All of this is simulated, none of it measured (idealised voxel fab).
The process module that follows is named voxel capacitor over wiring.
Square cells of 5 nm make up the cross-section cut, whose width is 270 nm.
Cross-sections here: square-cell grids, written as top-down lists of bands, a band being one or more rows of cells.
Per band: top height and bottom height in nm, followed by the left-to-right materials and their widths in nm; "everywhere" marks a single material spanning edge to edge, "empty" marks empty space.
Where do heights start? At 0: under that level the wafer as delivered is made of one material only. And the lowest band has no floor; it just carries on downward, as in "0 -> down".
Top row gets the first number, bottom row gets the second, and each row in between changes by the same step: that is how a band width like "30->40" works.
The designation "remained the same", where it is given for a processing step, indicates that no cell of the cross-section was altered in the course of that step.
Enclosed internal cavities: empty space of 8 cells or more with no open way to the top, each as width x height at its distance from the left edge, in nm
after a step's settings: what the simulator itself notes on the step
"overlay nm" on a masked step: distance the mask lay right of its planned place, negative for left.

Listed below are the process steps as planned:
1: RECEIVE, material Si
2: CONFORMAL_DEP, material SiO2, thk nm 10
3: CONFORMAL_DEP, material SiN, thk nm 5
4: DIRECTIONAL_DEP, material SiO2, thk nm 20
5: DIRECTIONAL_DEP, material aC, thk nm 10
6: PATTERN, tone open, mask id METAL_1, material resist, width nm 25, pitch nm 80, thk nm 25, overlay nm 0
7: DIRECTIONAL_ETCH, etch materials aC, depth nm 10
8: STRIP, etch materials resist
9: DIRECTIONAL_ETCH, etch materials SiO2, depth nm 20
10: DIRECTIONAL_ETCH, etch materials SiN, depth nm 5
11: STRIP, etch materials aC
12: CONFORMAL_DEP, material TiN, thk nm 5
13: FILL_DEP, material Ru, thk nm 5
14: CMP, height nm 35
15: CONFORMAL_DEP, material SiCN, thk nm 5
16: DIRECTIONAL_DEP, material lowk, thk nm 10
17: PATTERN, tone open, mask id PLUG_1, material resist, width nm 15, thk nm 20, overlay nm 0
18: DIRECTIONAL_ETCH, etch materials lowk, depth nm 10
19: DIRECTIONAL_ETCH, etch materials SiCN, depth nm 5
20: STRIP, etch materials resist
21: CONFORMAL_DEP, material TiN, thk nm 5
22: FILL_DEP, material W, thk nm 10
23: CMP, height nm 50
24: DIRECTIONAL_DEP, material TiN, thk nm 5
25: DIRECTIONAL_DEP, material Al2O3, thk nm 5
26: DIRECTIONAL_DEP, material TiN, thk nm 5
27: DIRECTIONAL_DEP, material aC, thk nm 15
28: PATTERN, tone cover, mask id UPPER_PLATE, material resist, width nm 60, thk nm 35, overlay nm 0
29: DIRECTIONAL_ETCH, etch materials aC, depth nm 15
30: STRIP, etch materials resist
31: DIRECTIONAL_ETCH, etch materials TiN, depth nm 5
32: DIRECTIONAL_ETCH, etch materials Al2O3, depth nm 5
33: STRIP, etch materials aC
34: MASKED_ETCH, tone cover, mask id LOWER_PLATE, width nm 70, etch materials TiN, depth nm 5, overlay nm 0
35: FILL_DEP, material SiO2, thk nm 20
36: CMP, height nm 80
37: DIRECTIONAL_DEP, material aC, thk nm 15
38: PATTERN, tone open, mask id PLUG_2, material resist, width nm 15, thk nm 35, overlay nm 0
39: DIRECTIONAL_ETCH, etch materials aC, depth nm 15
40: STRIP, etch materials resist
41: DIRECTIONAL_ETCH, etch materials SiO2, depth nm 15
42: STRIP, etch materials aC
43: CONFORMAL_DEP, material TiN, thk nm 5
44: FILL_DEP, material Ru, thk nm 5
45: CMP, height nm 80
46: CONFORMAL_DEP, material SiN, thk nm 5

Step 1 complete: cross-section of the wafer as received:
    0 -> down = Si everywhere
    Enclosed internal cavities: none

The module was run from the start shown above using the plan shown above, but one mistake was made doing it; the resulting wafer cross-section is below:
    85 -> 80 = SiN everywhere
    80 -> 70 = 100 of SiO2; 5 of TiN; 5 of Ru; 5 of TiN; 155 of SiO2
    70 -> 60 = 100->90 of SiO2; 15->60 of TiN; 155->120 of SiO2
    60 -> 55 = 90 of SiO2; 60 of Al2O3; 120 of SiO2
    55 -> 50 = 85 of SiO2; 70 of TiN; 115 of SiO2
    50 -> 40 = 85 of W; 5 of TiN; 15 of lowk; 5 of TiN; 160 of W
    40 -> 35 = 90 of TiN; 15 of SiCN; 165 of TiN
    35 -> 15 = 80 of SiO2; 5 of TiN; 15 of Ru; 5 of TiN; 55 of SiO2; 5 of TiN; 15 of Ru; 5 of TiN; 85 of SiO2
    15 -> 10 = 80 of SiN; 25 of TiN; 55 of SiN; 25 of TiN; 85 of SiN
    10 -> 0 = SiO2 everywhere
    0 -> down = Si everywhere
    Enclosed internal cavities: none
Which mistake was made when the wafer was run? step 17 ran differently from the plan; actual operation with settings: PATTERN, tone cover, mask id PLUG_1, material resist, width nm 15, thk nm 20, overlay nm 0
